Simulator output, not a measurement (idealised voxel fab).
This is a process module. Its name is voxel wiring stack.
In the cross-section labelled cut, the width is 155 nm and each square cell is 5 nm.
A cross-section is written here as square cells arranged in a grid, and it is given in bands from the top down, each band taking up one or more rows of cells.
Top, bottom (nm), then materials left to right with widths (nm); lone material tagged "throughout" fills the whole band edge to edge; "air" = empty space.
Heights are reckoned from 0. Under this level, the received wafer is all of one material. The bottommost band is open-ended downward, for example "0..down".
The notation "30 to 40" denotes a width that varies across the rows of cells in the band, beginning at the first number in the top row, finishing at the second number in the bottom row, and changing by an identical amount from each row to the next.
Where the words "no change occurred" appear for a step, the cross-section shows no cell changed by that step; every cell remained as before.
Sealed void inventory: empty space of 8 cells or more with no open way to the top, each as width x height at its distance from the left edge, in nm
Anything after a step's settings on that line? It's the simulator's own note about the step.
You can add "overlay nm" to a step's line. For a step with a mask, it describes how far the mask lay to the right of its planned position, and a negative number describes a lay to the left.
Before/after cross-section pairs, one process step each; after shown to lowest changed band; step and settings beneath. Pairs may be from different runs of this module on the same starting wafer; a pair continues from the one above only where its "Prior to step" entry says so.
PRIOR TO STEP
195..175 = 20 air, 20 resist, 25 air, 20 resist, 25 air, 20 resist, 25 air
175..160 = W throughout
160..155 = TiN throughout
155..145 = 20 lowk, 5 TiN, 5 W, 5 TiN, 30 lowk, 5 TiN, 5 W, 5 TiN, 30 lowk, 5 TiN, 5 W, 5 TiN, 30 lowk
145..140 = 20 SiCN, 15 TiN, 30 SiCN, 15 TiN, 30 SiCN, 15 TiN, 30 SiCN
140..115 = 20 lowk, 5 TiN, 10 Cu, 5 TiN, 25 lowk, 5 TiN, 10 Cu, 5 TiN, 25 lowk, 5 TiN, 10 Cu, 5 TiN, 25 lowk
115..110 = 20 SiN, 20 TiN, 25 SiN, 20 TiN, 25 SiN, 20 TiN, 25 SiN
110..90 = 20 SiO2, 15 Ru, 75 SiO2, 15 Ru, 30 SiO2
90..85 = 20 SiCN, 15 Ru, 75 SiCN, 15 Ru, 30 SiCN
85..60 = 20 SiO2, 5 TiN, 15 W, 5 TiN, 20 SiO2, 5 TiN, 15 W, 5 TiN, 20 SiO2, 5 TiN, 15 W, 5 TiN, 20 SiO2
60..55 = 20 SiN, 25 TiN, 20 SiN, 25 TiN, 20 SiN, 25 TiN, 20 SiN
55..40 = 20 lowk, 5 TiN, 5 W, 5 TiN, 75 lowk, 5 TiN, 5 W, 5 TiN, 30 lowk
40..35 = 20 SiCN, 15 TiN, 75 SiCN, 15 TiN, 30 SiCN
35..20 = 15 lowk, 5 SiN, 20 W, 5 SiN, 15 lowk, 5 SiN, 20 W, 5 SiN, 15 lowk, 5 SiN, 20 W, 5 SiN, 20 lowk
20..15 = 20 SiN, 20 TiN, 25 SiN, 20 TiN, 25 SiN, 20 TiN, 25 SiN
15..0 = SiO2 throughout
0..down = Si throughout
Sealed void inventory: none
POST-STEP APPEARANCE
195..175 = 20 air, 20 resist, 25 air, 20 resist, 25 air, 20 resist, 25 air
175..160 = 20 air, 20 W, 25 air, 20 W, 25 air, 20 W, 25 air
Below a height of 160, the structure has not been altered.
Sealed void inventory: none
Q: step between the cross-sections above? A: DIRECTIONAL_ETCH (etch materials W; depth nm 15)
Prior to step: the state before this step is the cross-section shown after the step in the pair just above.
POST-STEP APPEARANCE
195..175 = 20 air, 20 resist, 25 air, 20 resist, 25 air, 20 resist, 25 air
175..160 = 20 air, 20 W, 25 air, 20 W, 25 air, 20 W, 25 air
160..155 = 20 air, 20 TiN, 25 air, 20 TiN, 25 air, 20 TiN, 25 air
Below a height of 155, the structure has not been altered.
Sealed void inventory: none
Q: step between the cross-sections above? A: DIRECTIONAL_ETCH (etch materials TiN; depth nm 5)
Prior to step: the state before this step is the cross-section shown after the step in the pair just above.
POST-STEP APPEARANCE
175..160 = 20 air, 20 W, 25 air, 20 W, 25 air, 20 W, 25 air
Below a height of 160, the structure has not been altered.
Sealed void inventory: none
Q: step between the cross-sections above? A: STRIP (etch materials resist)
Prior to step: the state before this step is the cross-section shown after the step in the pair just above.
POST-STEP APPEARANCE
180..175 = 15 air, 30 SiCN, 15 air, 30 SiCN, 15 air, 30 SiCN, 20 air
175..160 = 15 air, 5 SiCN, 20 W, 5 SiCN, 15 air, 5 SiCN, 20 W, 5 SiCN, 15 air, 5 SiCN, 20 W, 5 SiCN, 20 air
160..155 = 20 SiCN, 20 TiN, 25 SiCN, 20 TiN, 25 SiCN, 20 TiN, 25 SiCN
Below a height of 155, the structure has not been altered.
Sealed void inventory: none
Q: step between the cross-sections above? A: CONFORMAL_DEP (material SiCN; thk nm 5)
Prior to step: the state before this step is the cross-section shown after the step in the pair just above.
POST-STEP APPEARANCE
185..180 = lowk throughout
180..175 = 15 lowk, 30 SiCN, 15 lowk, 30 SiCN, 15 lowk, 30 SiCN, 20 lowk
175..160 = 15 lowk, 5 SiCN, 20 W, 5 SiCN, 15 lowk, 5 SiCN, 20 W, 5 SiCN, 15 lowk, 5 SiCN, 20 W, 5 SiCN, 20 lowk
Below a height of 160, the structure has not been altered.
Sealed void inventory: none
Q: step between the cross-sections above? A: FILL_DEP (material lowk; thk nm 5)
Prior to step: the state before this step is the cross-section shown after the step in the pair just above.
POST-STEP APPEARANCE
175..160 = 15 lowk, 5 SiCN, 20 W, 5 SiCN, 15 lowk, 5 SiCN, 20 W, 5 SiCN, 15 lowk, 5 SiCN, 20 W, 5 SiCN, 20 lowk
Below a height of 160, the structure has not been altered.
Sealed void inventory: none
Q: step between the cross-sections above? A: CMP (height nm 175)
Prior to step: the state before this step is the cross-section shown after the step in the pair just above.
POST-STEP APPEARANCE
180..175 = SiCN throughout
Below a height of 175, the structure has not been altered.
Sealed void inventory: none
Q: step between the cross-sections above? A: CONFORMAL_DEP (material SiCN; thk nm 5)
PRIOR TO STEP
140..115 = 20 lowk, 20 air, 25 lowk, 20 air, 25 lowk, 20 air, 25 lowk
115..110 = SiN throughout
110..90 = 20 SiO2, 15 Ru, 75 SiO2, 15 Ru, 30 SiO2
90..85 = 20 SiCN, 15 Ru, 75 SiCN, 15 Ru, 30 SiCN
85..60 = 20 SiO2, 5 TiN, 10 W, 5 TiN, 25 SiO2, 5 TiN, 10 W, 5 TiN, 25 SiO2, 5 TiN, 10 W, 5 TiN, 25 SiO2
60..55 = 20 SiN, 20 TiN, 25 SiN, 20 TiN, 25 SiN, 20 TiN, 25 SiN
55..40 = 20 lowk, 5 TiN, 5 W, 5 TiN, 75 lowk, 5 TiN, 5 W, 5 TiN, 30 lowk
40..35 = 20 SiCN, 15 TiN, 75 SiCN, 15 TiN, 30 SiCN
35..20 = 15 lowk, 5 SiN, 20 W, 5 SiN, 15 lowk, 5 SiN, 20 W, 5 SiN, 15 lowk, 5 SiN, 20 W, 5 SiN, 20 lowk
20..15 = 20 SiN, 20 TiN, 25 SiN, 20 TiN, 25 SiN, 20 TiN, 25 SiN
15..0 = SiO2 throughout
0..down = Si throughout
Sealed void inventory: none
POST-STEP APPEARANCE
140..115 = 20 lowk, 20 air, 25 lowk, 20 air, 25 lowk, 20 air, 25 lowk
115..110 = 20 SiN, 15 air, 30 SiN, 15 air, 30 SiN, 15 air, 30 SiN
Below a height of 110, the structure has not been altered.
Sealed void inventory: none
Q: step between the cross-sections above? A: MASKED_ETCH (tone open; mask id METAL_3; width nm 20; pitch nm 45; etch materials SiN; depth nm 5; overlay nm -5)
Prior to step: the state before this step is the cross-section shown after the step in the pair just above.
POST-STEP APPEARANCE
145..140 = 25 TiN, 10 air, 35 TiN, 10 air, 35 TiN, 10 air, 30 TiN
140..120 = 20 lowk, 5 TiN, 10 air, 5 TiN, 25 lowk, 5 TiN, 10 air, 5 TiN, 25 lowk, 5 TiN, 10 air, 5 TiN, 25 lowk
120..115 = 20 lowk, 5 TiN, 5 air, 10 TiN, 25 lowk, 5 TiN, 5 air, 10 TiN, 25 lowk, 5 TiN, 5 air, 10 TiN, 25 lowk
115..110 = 20 SiN, 15 TiN, 30 SiN, 15 TiN, 30 SiN, 15 TiN, 30 SiN
Below a height of 110, the structure has not been altered.
Sealed void inventory: none
Q: step between the cross-sections above? A: CONFORMAL_DEP (material TiN; thk nm 5)
Prior to step: the state before this step is the cross-section shown after the step in the pair just above.
POST-STEP APPEARANCE
155..145 = Cu throughout
145..140 = 25 TiN, 10 Cu, 35 TiN, 10 Cu, 35 TiN, 10 Cu, 30 TiN
140..120 = 20 lowk, 5 TiN, 10 Cu, 5 TiN, 25 lowk, 5 TiN, 10 Cu, 5 TiN, 25 lowk, 5 TiN, 10 Cu, 5 TiN, 25 lowk
120..115 = 20 lowk, 5 TiN, 5 Cu, 10 TiN, 25 lowk, 5 TiN, 5 Cu, 10 TiN, 25 lowk, 5 TiN, 5 Cu, 10 TiN, 25 lowk
Below a height of 115, the structure has not been altered.
Sealed void inventory: none
Q: step between the cross-sections above? A: FILL_DEP (material Cu; thk nm 10)
Prior to step: the state before this step is the cross-section shown after the step in the pair just above.
POST-STEP APPEARANCE
140..120 = 20 lowk, 5 TiN, 10 Cu, 5 TiN, 25 lowk, 5 TiN, 10 Cu, 5 TiN, 25 lowk, 5 TiN, 10 Cu, 5 TiN, 25 lowk
Below a height of 120, the structure has not been altered.
Sealed void inventory: none
Q: step between the cross-sections above? A: CMP (height nm 140)
Prior to step: the state before this step is the cross-section shown after the step in the pair just above.
POST-STEP APPEARANCE
145..140 = SiCN throughout
Below a height of 140, the structure has not been altered.
Sealed void inventory: none
Q: step between the cross-sections above? A: CONFORMAL_DEP (material SiCN; thk nm 5)
Prior to step: the state before this step is the cross-section shown after the step in the pair just above.
POST-STEP APPEARANCE
155..145 = lowk throughout
Below a height of 145, the structure has not been altered.
Sealed void inventory: none
Q: step between the cross-sections above? A: DIRECTIONAL_DEP (material lowk; thk nm 10)
Prior to step: the state before this step is the cross-section shown after the step in the pair just above.
POST-STEP APPEARANCE
165..155 = aC throughout
Below a height of 155, the structure has not been altered.
Sealed void inventory: none
Q: step between the cross-sections above? A: DIRECTIONAL_DEP (material aC; thk nm 10)
Prior to step: the state before this step is the cross-section shown after the step in the pair just above.
POST-STEP APPEARANCE
190..165 = 20 resist, 15 air, 30 resist, 15 air, 30 resist, 15 air, 30 resist
Below a height of 165, the structure has not been altered.
Sealed void inventory: none
Q: step between the cross-sections above? A: PATTERN (tone open; mask id PLUG_3; material resist; width nm 15; pitch nm 45; thk nm 25; overlay nm 0)
Prior to step: the state before this step is the cross-section shown after the step in the pair just above.
POST-STEP APPEARANCE
180..165 = 20 resist, 15 air, 30 resist, 15 air, 30 resist, 15 air, 30 resist
165..155 = 20 aC, 15 air, 30 aC, 15 air, 30 aC, 15 air, 30 aC
Below a height of 155, the structure has not been altered.
Sealed void inventory: none
Q: step between the cross-sections above? A: DIRECTIONAL_ETCH (etch materials aC; depth nm 10)
Prior to step: the state before this step is the cross-section shown after the step in the pair just above.
POST-STEP APPEARANCE
165..155 = 20 aC, 15 air, 30 aC, 15 air, 30 aC, 15 air, 30 aC
Below a height of 155, the structure has not been altered.
Sealed void inventory: none
Q: step between the cross-sections above? A: STRIP (etch materials resist)
Prior to step: the state before this step is the cross-section shown after the step in the pair just above.
POST-STEP APPEARANCE
165..155 = 20 aC, 15 air, 30 aC, 15 air, 30 aC, 15 air, 30 aC
155..145 = 20 lowk, 15 air, 30 lowk, 15 air, 30 lowk, 15 air, 30 lowk
Below a height of 145, the structure has not been altered.
Sealed void inventory: none
Q: step between the cross-sections above? A: DIRECTIONAL_ETCH (etch materials lowk; depth nm 10)
Prior to step: the state before this step is the cross-section shown after the step in the pair just above.
POST-STEP APPEARANCE
165..155 = 20 aC, 15 air, 30 aC, 15 air, 30 aC, 15 air, 30 aC
155..145 = 20 lowk, 15 air, 30 lowk, 15 air, 30 lowk, 15 air, 30 lowk
145..140 = 20 SiCN, 15 air, 30 SiCN, 15 air, 30 SiCN, 15 air, 30 SiCN
Below a height of 140, the structure has not been altered.
Sealed void inventory: none
Q: step between the cross-sections above? A: DIRECTIONAL_ETCH (etch materials SiCN; depth nm 5)
Prior to step: the state before this step is the cross-section shown after the step in the pair just above.
POST-STEP APPEARANCE
155..145 = 20 lowk, 15 air, 30 lowk, 15 air, 30 lowk, 15 air, 30 lowk
Below a height of 145, the structure has not been altered.
Sealed void inventory: none
Q: step between the cross-sections above? A: STRIP (etch materials aC)
Prior to step: the state before this step is the cross-section shown after the step in the pair just above.
POST-STEP APPEARANCE
160..155 = 25 TiN, 5 air, 40 TiN, 5 air, 40 TiN, 5 air, 35 TiN
155..145 = 20 lowk, 5 TiN, 5 air, 5 TiN, 30 lowk, 5 TiN, 5 air, 5 TiN, 30 lowk, 5 TiN, 5 air, 5 TiN, 30 lowk
145..140 = 20 SiCN, 15 TiN, 30 SiCN, 15 TiN, 30 SiCN, 15 TiN, 30 SiCN
Below a height of 140, the structure has not been altered.
Sealed void inventory: none
Q: step between the cross-sections above? A: CONFORMAL_DEP (material TiN; thk nm 5)
Prior to step: the state before this step is the cross-section shown after the step in the pair just above.
POST-STEP APPEARANCE
165..160 = W throughout
160..155 = 25 TiN, 5 W, 40 TiN, 5 W, 40 TiN, 5 W, 35 TiN
155..145 = 20 lowk, 5 TiN, 5 W, 5 TiN, 30 lowk, 5 TiN, 5 W, 5 TiN, 30 lowk, 5 TiN, 5 W, 5 TiN, 30 lowk
Below a height of 145, the structure has not been altered.
Sealed void inventory: none
Q: step between the cross-sections above? A: FILL_DEP (material W; thk nm 5)
Prior to step: the state before this step is the cross-section shown after the step in the pair just above.
POST-STEP APPEARANCE
155..145 = 20 lowk, 5 TiN, 5 W, 5 TiN, 30 lowk, 5 TiN, 5 W, 5 TiN, 30 lowk, 5 TiN, 5 W, 5 TiN, 30 lowk
Below a height of 145, the structure has not been altered.
Sealed void inventory: none
Q: step between the cross-sections above? A: CMP (height nm 155)
Prior to step: the state before this step is the cross-section shown after the step in the pair just above.
POST-STEP APPEARANCE
160..155 = TiN throughout
Below a height of 155, the structure has not been altered.
Sealed void inventory: none
Q: step between the cross-sections above? A: DIRECTIONAL_DEP (material TiN; thk nm 5)
Prior to step: the state before this step is the cross-section shown after the step in the pair just above.
POST-STEP APPEARANCE
175..160 = W throughout
Below a height of 160, the structure has not been altered.
Sealed void inventory: none
Q: step between the cross-sections above? A: DIRECTIONAL_DEP (material W; thk nm 15)
Prior to step: the state before this step is the cross-section shown after the step in the pair just above.
POST-STEP APPEARANCE
195..175 = 20 air, 20 resist, 25 air, 20 resist, 25 air, 20 resist, 25 air
Below a height of 175, the structure has not been altered.
Sealed void inventory: none
Q: step between the cross-sections above? A: PATTERN (tone cover; mask id METAL_4; material resist; width nm 20; pitch nm 45; thk nm 20; overlay nm 0)
Prior to step: the state before this step is the cross-section shown after the step in the pair just above.
POST-STEP APPEARANCE
195..175 = 20 air, 20 resist, 25 air, 20 resist, 25 air, 20 resist, 25 air
175..160 = 20 air, 20 W, 25 air, 20 W, 25 air, 20 W, 25 air
Below a height of 160, the structure has not been altered.
Sealed void inventory: none
Q: step between the cross-sections above? A: DIRECTIONAL_ETCH (etch materials W; depth nm 15)
Prior to step: the state before this step is the cross-section shown after the step in the pair just above.
POST-STEP APPEARANCE
195..175 = 20 air, 20 resist, 25 air, 20 resist, 25 air, 20 resist, 25 air
175..160 = 20 air, 20 W, 25 air, 20 W, 25 air, 20 W, 25 air
160..155 = 20 air, 20 TiN, 25 air, 20 TiN, 25 air, 20 TiN, 25 air
Below a height of 155, the structure has not been altered.
Sealed void inventory: none
Q: step between the cross-sections above? A: DIRECTIONAL_ETCH (etch materials TiN; depth nm 5)
Prior to step: the state before this step is the cross-section shown after the step in the pair just above.
POST-STEP APPEARANCE
175..160 = 20 air, 20 W, 25 air, 20 W, 25 air, 20 W, 25 air
Below a height of 160, the structure has not been altered.
Sealed void inventory: none
Q: step between the cross-sections above? A: STRIP (etch materials resist)
Prior to step: the state before this step is the cross-section shown after the step in the pair just above.
POST-STEP APPEARANCE
180..175 = 15 air, 30 SiCN, 15 air, 30 SiCN, 15 air, 30 SiCN, 20 air
175..160 = 15 air, 5 SiCN, 20 W, 5 SiCN, 15 air, 5 SiCN, 20 W, 5 SiCN, 15 air, 5 SiCN, 20 W, 5 SiCN, 20 air
160..155 = 20 SiCN, 20 TiN, 25 SiCN, 20 TiN, 25 SiCN, 20 TiN, 25 SiCN
Below a height of 155, the structure has not been altered.
Sealed void inventory: none
Q: step between the cross-sections above? A: CONFORMAL_DEP (material SiCN; thk nm 5)
Prior to step: the state before this step is the cross-section shown after the step in the pair just above.
POST-STEP APPEARANCE
185..180 = lowk throughout
180..175 = 15 lowk, 30 SiCN, 15 lowk, 30 SiCN, 15 lowk, 30 SiCN, 20 lowk
175..160 = 15 lowk, 5 SiCN, 20 W, 5 SiCN, 15 lowk, 5 SiCN, 20 W, 5 SiCN, 15 lowk, 5 SiCN, 20 W, 5 SiCN, 20 lowk
Below a height of 160, the structure has not been altered.
Sealed void inventory: none
Q: step between the cross-sections above? A: FILL_DEP (material lowk; thk nm 5)
Prior to step: the state before this step is the cross-section shown after the step in the pair just above.
POST-STEP APPEARANCE
175..160 = 15 lowk, 5 SiCN, 20 W, 5 SiCN, 15 lowk, 5 SiCN, 20 W, 5 SiCN, 15 lowk, 5 SiCN, 20 W, 5 SiCN, 20 lowk
Below a height of 160, the structure has not been altered.
Sealed void inventory: none
Q: step between the cross-sections above? A: CMP (height nm 175)
Prior to step: the state before this step is the cross-section shown after the step in the pair just above.
POST-STEP APPEARANCE
180..175 = SiCN throughout
Below a height of 175, the structure has not been altered.
Sealed void inventory: none
Q: step between the cross-sections above? A: CONFORMAL_DEP (material SiCN; thk nm 5)
PRIOR TO STEP
0..down = Si throughout
Sealed void inventory: none
POST-STEP APPEARANCE
15..0 = TiN throughout
Below a height of 0, the structure has not been altered.
Sealed void inventory: none
Q: step between the cross-sections above? A: CONFORMAL_DEP (material TiN; thk nm 15)
Prior to step: the state before this step is the cross-section shown after the step in the pair just above.
POST-STEP APPEARANCE
20..0 = TiN throughout
Below a height of 0, the structure has not been altered.
Sealed void inventory: none
Q: step between the cross-sections above? A: DIRECTIONAL_DEP (material TiN; thk nm 5)
Prior to step: the state before this step is the cross-section shown after the step in the pair just above.
POST-STEP APPEARANCE
35..20 = W throughout
Below a height of 20, the structure has not been altered.
Sealed void inventory: none
Q: step between the cross-sections above? A: DIRECTIONAL_DEP (material W; thk nm 15)
Prior to step: the state before this step is the cross-section shown after the step in the pair just above.
POST-STEP APPEARANCE
35..20 = 20 air, 20 W, 25 air, 20 W, 25 air, 20 W, 25 air
Below a height of 20, the structure has not been altered.
Sealed void inventory: none
Q: step between the cross-sections above? A: MASKED_ETCH (tone cover; mask id METAL_1; width nm 20; pitch nm 45; etch materials W; depth nm 15; overlay nm 0)
Prior to step: the state before this step is the cross-section shown after the step in the pair just above.
POST-STEP APPEARANCE
35..20 = 20 air, 20 W, 25 air, 20 W, 25 air, 20 W, 25 air
20..15 = 20 air, 20 TiN, 25 air, 20 TiN, 25 air, 20 TiN, 25 air
Below a height of 15, the structure has not been altered.
Sealed void inventory: none
Q: step between the cross-sections above? A: MASKED_ETCH (tone cover; mask id METAL_1; width nm 20; pitch nm 45; etch materials TiN; depth nm 5; overlay nm 0)
Prior to step: the state before this step is the cross-section shown after the step in the pair just above.
POST-STEP APPEARANCE
40..35 = 15 air, 30 SiN, 15 air, 30 SiN, 15 air, 30 SiN, 20 air
35..20 = 15 air, 5 SiN, 20 W, 5 SiN, 15 air, 5 SiN, 20 W, 5 SiN, 15 air, 5 SiN, 20 W, 5 SiN, 20 air
20..15 = 20 SiN, 20 TiN, 25 SiN, 20 TiN, 25 SiN, 20 TiN, 25 SiN
Below a height of 15, the structure has not been altered.
Sealed void inventory: none
Q: step between the cross-sections above? A: CONFORMAL_DEP (material SiN; thk nm 5)
Prior to step: the state before this step is the cross-section shown after the step in the pair just above.
POST-STEP APPEARANCE
45..40 = lowk throughout
40..35 = 15 lowk, 30 SiN, 15 lowk, 30 SiN, 15 lowk, 30 SiN, 20 lowk
35..20 = 15 lowk, 5 SiN, 20 W, 5 SiN, 15 lowk, 5 SiN, 20 W, 5 SiN, 15 lowk, 5 SiN, 20 W, 5 SiN, 20 lowk
Below a height of 20, the structure has not been altered.
Sealed void inventory: none
Q: step between the cross-sections above? A: FILL_DEP (material lowk; thk nm 5)
Prior to step: the state before this step is the cross-section shown after the step in the pair just above.
POST-STEP APPEARANCE
35..20 = 15 lowk, 5 SiN, 20 W, 5 SiN, 15 lowk, 5 SiN, 20 W, 5 SiN, 15 lowk, 5 SiN, 20 W, 5 SiN, 20 lowk
Below a height of 20, the structure has not been altered.
Sealed void inventory: none
Q: step between the cross-sections above? A: CMP (height nm 35)
Prior to step: the state before this step is the cross-section shown after the step in the pair just above.
POST-STEP APPEARANCE
40..35 = SiCN throughout
Below a height of 35, the structure has not been altered.
Sealed void inventory: none
Q: step between the cross-sections above? A: CONFORMAL_DEP (material SiCN; thk nm 5)
Prior to step: the state before this step is the cross-section shown after the step in the pair just above.
POST-STEP APPEARANCE
55..40 = lowk throughout
Below a height of 40, the structure has not been altered.
Sealed void inventory: none
Q: step between the cross-sections above? A: DIRECTIONAL_DEP (material lowk; thk nm 15)
Prior to step: the state before this step is the cross-section shown after the step in the pair just above.
POST-STEP APPEARANCE
70..55 = 20 resist, 15 air, 75 resist, 15 air, 30 resist
Below a height of 55, the structure has not been altered.
Sealed void inventory: none
Q: step between the cross-sections above? A: PATTERN (tone open; mask id PLUG_1; material resist; width nm 15; pitch nm 90; thk nm 15; overlay nm 0)
Prior to step: the state before this step is the cross-section shown after the step in the pair just above.
POST-STEP APPEARANCE
70..55 = 20 resist, 15 air, 75 resist, 15 air, 30 resist
55..40 = 20 lowk, 15 air, 75 lowk, 15 air, 30 lowk
Below a height of 40, the structure has not been altered.
Sealed void inventory: none
Q: step between the cross-sections above? A: DIRECTIONAL_ETCH (etch materials lowk; depth nm 15)
Prior to step: the state before this step is the cross-section shown after the step in the pair just above.
POST-STEP APPEARANCE
70..55 = 20 resist, 15 air, 75 resist, 15 air, 30 resist
55..40 = 20 lowk, 15 air, 75 lowk, 15 air, 30 lowk
40..35 = 20 SiCN, 15 air, 75 SiCN, 15 air, 30 SiCN
Below a height of 35, the structure has not been altered.
Sealed void inventory: none
Q: step between the cross-sections above? A: DIRECTIONAL_ETCH (etch materials SiCN; depth nm 5)
Prior to step: the state before this step is the cross-section shown after the step in the pair just above.
POST-STEP APPEARANCE
55..40 = 20 lowk, 15 air, 75 lowk, 15 air, 30 lowk
Below a height of 40, the structure has not been altered.
Sealed void inventory: none
Q: step between the cross-sections above? A: STRIP (etch materials resist)
Prior to step: the state before this step is the cross-section shown after the step in the pair just above.
POST-STEP APPEARANCE
60..55 = 25 TiN, 5 air, 85 TiN, 5 air, 35 TiN
55..40 = 20 lowk, 5 TiN, 5 air, 5 TiN, 75 lowk, 5 TiN, 5 air, 5 TiN, 30 lowk
40..35 = 20 SiCN, 15 TiN, 75 SiCN, 15 TiN, 30 SiCN
Below a height of 35, the structure has not been altered.
Sealed void inventory: none
Q: step between the cross-sections above? A: CONFORMAL_DEP (material TiN; thk nm 5)
Prior to step: the state before this step is the cross-section shown after the step in the pair just above.
POST-STEP APPEARANCE
70..60 = W throughout
60..55 = 25 TiN, 5 W, 85 TiN, 5 W, 35 TiN
55..40 = 20 lowk, 5 TiN, 5 W, 5 TiN, 75 lowk, 5 TiN, 5 W, 5 TiN, 30 lowk
Below a height of 40, the structure has not been altered.
Sealed void inventory: none
Q: step between the cross-sections above? A: FILL_DEP (material W; thk nm 10)
Prior to step: the state before this step is the cross-section shown after the step in the pair just above.
POST-STEP APPEARANCE
55..40 = 20 lowk, 5 TiN, 5 W, 5 TiN, 75 lowk, 5 TiN, 5 W, 5 TiN, 30 lowk
Below a height of 40, the structure has not been altered.
Sealed void inventory: none
Q: step between the cross-sections above? A: CMP (height nm 55)
Prior to step: the state before this step is the cross-section shown after the step in the pair just above.
POST-STEP APPEARANCE
60..55 = SiN throughout
Below a height of 55, the structure has not been altered.
Sealed void inventory: none
Q: step between the cross-sections above? A: CONFORMAL_DEP (material SiN; thk nm 5)
Prior to step: the state before this step is the cross-section shown after the step in the pair just above.
POST-STEP APPEARANCE
85..60 = SiO2 throughout
Below a height of 60, the structure has not been altered.
Sealed void inventory: none
Q: step between the cross-sections above? A: DIRECTIONAL_DEP (material SiO2; thk nm 25)
Prior to step: the state before this step is the cross-section shown after the step in the pair just above.
POST-STEP APPEARANCE
100..85 = aC throughout
Below a height of 85, the structure has not been altered.
Sealed void inventory: none
Q: step between the cross-sections above? A: DIRECTIONAL_DEP (material aC; thk nm 15)
Prior to step: the state before this step is the cross-section shown after the step in the pair just above.
POST-STEP APPEARANCE
130..100 = 20 resist, 20 air, 25 resist, 20 air, 25 resist, 20 air, 25 resist
Below a height of 100, the structure has not been altered.
Sealed void inventory: none
Q: step between the cross-sections above? A: PATTERN (tone open; mask id METAL_2; material resist; width nm 20; pitch nm 45; thk nm 30; overlay nm 0)
Prior to step: the state before this step is the cross-section shown after the step in the pair just above.
POST-STEP APPEARANCE
115..100 = 20 resist, 20 air, 25 resist, 20 air, 25 resist, 20 air, 25 resist
100..85 = 20 aC, 20 air, 25 aC, 20 air, 25 aC, 20 air, 25 aC
Below a height of 85, the structure has not been altered.
Sealed void inventory: none
Q: step between the cross-sections above? A: DIRECTIONAL_ETCH (etch materials aC; depth nm 15)
Prior to step: the state before this step is the cross-section shown after the step in the pair just above.
POST-STEP APPEARANCE
100..85 = 20 aC, 20 air, 25 aC, 20 air, 25 aC, 20 air, 25 aC
Below a height of 85, the structure has not been altered.
Sealed void inventory: none
Q: step between the cross-sections above? A: STRIP (etch materials resist)
Prior to step: the state before this step is the cross-section shown after the step in the pair just above.
POST-STEP APPEARANCE
100..85 = 20 aC, 20 air, 25 aC, 20 air, 25 aC, 20 air, 25 aC
85..60 = 20 SiO2, 20 air, 25 SiO2, 20 air, 25 SiO2, 20 air, 25 SiO2
Below a height of 60, the structure has not been altered.
Sealed void inventory: none
Q: step between the cross-sections above? A: DIRECTIONAL_ETCH (etch materials SiO2; depth nm 25)
Prior to step: the state before this step is the cross-section shown after the step in the pair just above.
POST-STEP APPEARANCE
100..85 = 20 aC, 20 air, 25 aC, 20 air, 25 aC, 20 air, 25 aC
85..60 = 20 SiO2, 20 air, 25 SiO2, 20 air, 25 SiO2, 20 air, 25 SiO2
60..55 = 20 SiN, 20 air, 25 SiN, 20 air, 25 SiN, 20 air, 25 SiN
Below a height of 55, the structure has not been altered.
Sealed void inventory: none
Q: step between the cross-sections above? A: DIRECTIONAL_ETCH (etch materials SiN; depth nm 5)
Prior to step: the state before this step is the cross-section shown after the step in the pair just above.
POST-STEP APPEARANCE
85..60 = 20 SiO2, 20 air, 25 SiO2, 20 air, 25 SiO2, 20 air, 25 SiO2
Below a height of 60, the structure has not been altered.
Sealed void inventory: none
Q: step between the cross-sections above? A: STRIP (etch materials aC)
Prior to step: the state before this step is the cross-section shown after the step in the pair just above.
POST-STEP APPEARANCE
90..85 = 25 TiN, 10 air, 35 TiN, 10 air, 35 TiN, 10 air, 30 TiN
85..60 = 20 SiO2, 5 TiN, 10 air, 5 TiN, 25 SiO2, 5 TiN, 10 air, 5 TiN, 25 SiO2, 5 TiN, 10 air, 5 TiN, 25 SiO2
60..55 = 20 SiN, 20 TiN, 25 SiN, 20 TiN, 25 SiN, 20 TiN, 25 SiN
Below a height of 55, the structure has not been altered.
Sealed void inventory: none
Q: step between the cross-sections above? A: CONFORMAL_DEP (material TiN; thk nm 5)
Prior to step: the state before this step is the cross-section shown after the step in the pair just above.
POST-STEP APPEARANCE
100..90 = W throughout
90..85 = 25 TiN, 10 W, 35 TiN, 10 W, 35 TiN, 10 W, 30 TiN
85..60 = 20 SiO2, 5 TiN, 10 W, 5 TiN, 25 SiO2, 5 TiN, 10 W, 5 TiN, 25 SiO2, 5 TiN, 10 W, 5 TiN, 25 SiO2
Below a height of 60, the structure has not been altered.
Sealed void inventory: none
Q: step between the cross-sections above? A: FILL_DEP (material W; thk nm 10)
Prior to step: the state before this step is the cross-section shown after the step in the pair just above.
POST-STEP APPEARANCE
85..60 = 20 SiO2, 5 TiN, 10 W, 5 TiN, 25 SiO2, 5 TiN, 10 W, 5 TiN, 25 SiO2, 5 TiN, 10 W, 5 TiN, 25 SiO2
Below a height of 60, the structure has not been altered.
Sealed void inventory: none
Q: step between the cross-sections above? A: CMP (height nm 85)
Prior to step: the state before this step is the cross-section shown after the step in the pair just above.
POST-STEP APPEARANCE
90..85 = SiCN throughout
Below a height of 85, the structure has not been altered.
Sealed void inventory: none
Q: step between the cross-sections above? A: CONFORMAL_DEP (material SiCN; thk nm 5)
Prior to step: the state before this step is the cross-section shown after the step in the pair just above.
POST-STEP APPEARANCE
110..90 = SiO2 throughout
Below a height of 90, the structure has not been altered.
Sealed void inventory: none
Q: step between the cross-sections above? A: DIRECTIONAL_DEP (material SiO2; thk nm 20)
Prior to step: the state before this step is the cross-section shown after the step in the pair just above.
POST-STEP APPEARANCE
120..110 = aC throughout
Below a height of 110, the structure has not been altered.
Sealed void inventory: none
Q: step between the cross-sections above? A: DIRECTIONAL_DEP (material aC; thk nm 10)
Prior to step: the state before this step is the cross-section shown after the step in the pair just above.
POST-STEP APPEARANCE
150..120 = 20 resist, 15 air, 75 resist, 15 air, 30 resist
Below a height of 120, the structure has not been altered.
Sealed void inventory: none
Q: step between the cross-sections above? A: PATTERN (tone open; mask id PLUG_2; material resist; width nm 15; pitch nm 90; thk nm 30; overlay nm 0)
Prior to step: the state before this step is the cross-section shown after the step in the pair just above.
POST-STEP APPEARANCE
140..120 = 20 resist, 15 air, 75 resist, 15 air, 30 resist
120..110 = 20 aC, 15 air, 75 aC, 15 air, 30 aC
Below a height of 110, the structure has not been altered.
Sealed void inventory: none
Q: step between the cross-sections above? A: DIRECTIONAL_ETCH (etch materials aC; depth nm 10)
Prior to step: the state before this step is the cross-section shown after the step in the pair just above.
POST-STEP APPEARANCE
120..110 = 20 aC, 15 air, 75 aC, 15 air, 30 aC
Below a height of 110, the structure has not been altered.
Sealed void inventory: none
Q: step between the cross-sections above? A: STRIP (etch materials resist)
